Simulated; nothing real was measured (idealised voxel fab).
Proc. module: voxel released beams
Square cells of 5 nm make up the cross-section cut, whose width is 185 nm.
Cross-section layout: square cells on a grid; listed as bands, top to bottom; a band spans one or more cell rows. Quick guide to a band line: top height, bottom height (nm) up front; then every material left to right with its width in nm. Only one material and it's marked "everywhere"? Then it fills the band edge to edge. And "blank" just means empty space. Heights are expressed relative to 0, this being the level below which the as-received wafer comprises one material exclusively. The lowest band is unbounded in the downward direction and is denoted as in "0..down". Think of "30 to 40" as a width that walks from the first number to the second as you go down the band, top row to bottom row, taking equal-sized steps from row to row. Where the words "nothing altered" appear for a step, the cross-section shows no cell changed by that step; every cell remained as before. In "Sealed cavities" the enclosed voids are listed, meaning empty spaces of 8 cells or larger without any opening to the top. The form is width x height at distance, distance from the left edge, units nm. Anything after a step's settings on that line? It's the simulator's own note about the step. overlay nm: mask offset rightward from planned place, masked step; negative means leftward offset.
Steps in the process plan
1 RECEIVE | material Si
2 CONFORMAL_DEP | material SiN | thk nm 5
3 DIRECTIONAL_DEP | material SiO2 | thk nm 15
4 PATTERN | tone open | mask id ANCHOR | material resist | width nm 30 | thk nm 20 | overlay nm 0
5 DIRECTIONAL_ETCH | etch materials SiO2 | depth nm 15
6 STRIP | etch materials resist
7 CONFORMAL_DEP | material TiN | thk nm 10
8 MASKED_ETCH | tone cover | mask id BEAM | width nm 95 | etch materials TiN | depth nm 10 | overlay nm 0
9 STRIP | etch materials SiO2
Wafer at receipt (post step 1), cross-section
	0..down | Si everywhere
	Sealed cavities: none
The module was run from the start shown above using the plan shown above, but one mistake was made doing it; the resulting wafer cross-section is below
	30..20 | 40 blank; 20 TiN; 10 blank; 65 TiN; 50 blank
	20..15 | 50 blank; 10 TiN; 10 blank; 10 TiN; 105 blank
	15..5 | 50 blank; 30 TiN; 105 blank
	5..0 | SiN everywhere
	0..down | Si everywhere
	Sealed cavities: none
The mistake made against the process plan was this: step 4 did not use the planned setting and instead ran as PATTERN | tone open | mask id ANCHOR | material resist | width nm 30 | thk nm 20 | overlay nm 5
